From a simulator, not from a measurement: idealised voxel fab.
Process module under the name voxel transistor to metal
Displayed cross-section: cut, width of 140 nm, square cells sized 5 nm.
A cross-section is written here as square cells arranged in a grid, and it is given in bands from the top down, each band taking up one or more rows of cells. Read a band's entry like this: the first values are the height of its top and the height of its bottom in nm, and what follows is the sequence of materials from left to right, each with its width in nm. Note that "empty" is empty space, and that a single material marked "throughout" reaches across the band from edge to edge. For the purposes of this specification, 0 denotes the height below which the wafer in its as-received condition is composed wholly of one material, and the lowermost band, lacking a lower limit, extends downward without end, as expressed in "from 0 down". When a width is written as two numbers, as in "30->40", the first number is the width in the top row of cells of the band and the second is the width in its bottom row, and the width changes by the same amount from each row to the next. Take "nothing altered" at face value: in the step it is given for, the cross-section changed in none of its cells. If an empty space has no open way to the top and is at least 8 cells in size, "Trapped voids" lists it, written width x height at distance, where distance is measured from the left edge and every value is in nm. after a step's settings: what the simulator itself notes on the step. overlay nm: for a step with a mask, the amount by which the mask lay right of where it was planned; a negative amount means left of it.

SO HERE'S THE LINEUP OF PROCESS STEPS WE PLANNED
1. RECEIVE: material Si
2. CONFORMAL_DEP: material SiO2, thk nm 5
3. CONFORMAL_DEP: material SiN, thk nm 10
4. PATTERN: tone cover, mask id ACTIVE, material resist, width nm 100, thk nm 15, overlay nm 0
5. DIRECTIONAL_ETCH: etch materials SiN, depth nm 10
6. DIRECTIONAL_ETCH: etch materials SiO2, depth nm 5
7. DIRECTIONAL_ETCH: etch materials Si, depth nm 35
8. STRIP: etch materials resist
9. FILL_DEP: material SiO2, thk nm 10
10. CMP: height nm 15
11. SELECTIVE_ETCH: etch materials SiO2, depth nm 5
12. STRIP: etch materials SiN
13. SELECTIVE_ETCH: etch materials SiO2, depth nm 5
14. OXIDIZE: depth nm 5
15. DIRECTIONAL_DEP: material polySi, thk nm 20
16. DIRECTIONAL_DEP: material SiCN, thk nm 10
17. PATTERN: tone cover, mask id GATE, material resist, width nm 30, thk nm 20, overlay nm 0
18. DIRECTIONAL_ETCH: etch materials SiCN, depth nm 20
19. DIRECTIONAL_ETCH: etch materials polySi, depth nm 30
20. STRIP: etch materials resist
21. CONFORMAL_DEP: material SiO2, thk nm 5
22. DIRECTIONAL_ETCH: etch materials SiO2, depth nm 5
23. CONFORMAL_DEP: material SiN, thk nm 10
24. DIRECTIONAL_ETCH: etch materials SiN, depth nm 10
25. DIRECTIONAL_ETCH: etch materials SiO2, depth nm 5
26. DIRECTIONAL_ETCH: etch materials Si, depth nm 15
27. EPI: material nSi, thk nm 15
28. FILL_DEP: material SiO2, thk nm 10
29. CMP: height nm 20
30. STRIP: etch materials polySi
31. SELECTIVE_ETCH: etch materials SiO2, depth nm 5
32. CONFORMAL_DEP: material HfO2, thk nm 5
33. CONFORMAL_DEP: material TiN, thk nm 5
34. FILL_DEP: material W, thk nm 10
35. CMP: height nm 15
36. DIRECTIONAL_DEP: material SiO2, thk nm 10
37. MASKED_ETCH: tone open, mask id CONTACT, width nm 15, pitch nm 75, etch materials SiO2, depth nm 15, overlay nm 0
38. CONFORMAL_DEP: material TiN, thk nm 5
39. FILL_DEP: material Ru, thk nm 10
40. CMP: height nm 25
41. DIRECTIONAL_DEP: material TiN, thk nm 5
42. DIRECTIONAL_DEP: material Ru, thk nm 25
43. MASKED_ETCH: tone cover, mask id METAL_1, width nm 15, pitch nm 75, etch materials Ru, depth nm 25, overlay nm 0
44. MASKED_ETCH: tone cover, mask id METAL_1, width nm 15, pitch nm 75, etch materials TiN, depth nm 5, overlay nm 0
45. FILL_DEP: material lowk, thk nm 5
46. CMP: height nm 55
47. CONFORMAL_DEP: material SiCN, thk nm 5
48. DIRECTIONAL_DEP: material SiO2, thk nm 30
49. DIRECTIONAL_DEP: material aC, thk nm 15
50. PATTERN: tone open, mask id METAL_2, material resist, width nm 15, pitch nm 75, thk nm 35, overlay nm 0
51. DIRECTIONAL_ETCH: etch materials aC, depth nm 15
52. STRIP: etch materials resist
53. DIRECTIONAL_ETCH: etch materials SiO2, depth nm 15
54. STRIP: etch materials aC
55. PATTERN: tone open, mask id METAL_2_HOLES, material resist, width nm 15, pitch nm 75, thk nm 20, overlay nm 0
56. DIRECTIONAL_ETCH: etch materials SiO2, depth nm 15
57. DIRECTIONAL_ETCH: etch materials SiCN, depth nm 5
58. STRIP: etch materials resist
59. CONFORMAL_DEP: material TiN, thk nm 5
60. FILL_DEP: material Cu, thk nm 5
61. CMP: height nm 90
62. CONFORMAL_DEP: material SiN, thk nm 5

HERE'S WHAT THE WAFER LOOKED LIKE IN CROSS-SECTION WHEN IT ARRIVED - THAT'S AFTER STEP 1
* from 0 down: Si throughout
* Trapped voids: none

THE CROSS-SECTION SHOWN CORRESPONDS TO THE WAFER AT THE CONCLUSION OF THE MODULE. THE INITIAL STRUCTURE AND THE PROCESS PLAN ARE THOSE PRESENTED ABOVE; HOWEVER, ONE MISTAKE OCCURRED IN EXECUTING THE PLAN
* from 95 to 90: SiN throughout
* from 90 to 60: 25 SiO2; 5 TiN; 5 Cu; 5 TiN; 60 SiO2; 5 TiN; 5 Cu; 5 TiN; 25 SiO2
* from 60 to 55: 25 SiCN; 15 TiN; 60 SiCN; 15 TiN; 25 SiCN
* from 55 to 30: 25 lowk; 15 Ru; 60 lowk; 15 Ru; 25 lowk
* from 30 to 25: 25 lowk; 15 TiN; 60 lowk; 15 TiN; 25 lowk
* from 25 to 15: 25 SiO2; 5 TiN; 5 Ru; 5 TiN; 60 SiO2; 5 TiN; 5 Ru; 5 TiN; 25 SiO2
* from 15 to 10: 25 SiO2; 15 TiN; 10 SiN; 5 HfO2; 5 TiN; 20 W; 5 TiN; 5 HfO2; 10 SiN; 15 TiN; 25 SiO2
* from 10 to 5: 25 SiO2; 15 nSi; 10 SiN; 5 HfO2; 5 TiN; 20 W; 5 TiN; 5 HfO2; 10 SiN; 15 nSi; 25 SiO2
* from 5 to 0: 15 SiO2; 10 SiN; 15 nSi; 10 SiN; 5 HfO2; 30 TiN; 5 HfO2; 10 SiN; 15 nSi; 10 SiN; 15 SiO2
* from 0 to -5: 25 SiO2; 15 nSi; 10 SiO2; 40 HfO2; 10 SiO2; 15 nSi; 25 SiO2
* from -5 to -10: 25 SiO2; 15 nSi; 60 Si; 15 nSi; 25 SiO2
* from -10 to -20: 20 SiO2; 5 Si; 15 nSi; 60 Si; 15 nSi; 5 Si; 20 SiO2
* from -20 to -35: 20 SiO2; 100 Si; 20 SiO2
* from -35 down: Si throughout
* Trapped voids: none
So what did we get wrong on this run? the run placed steps 11 and 12 each in the position the plan gave to the other
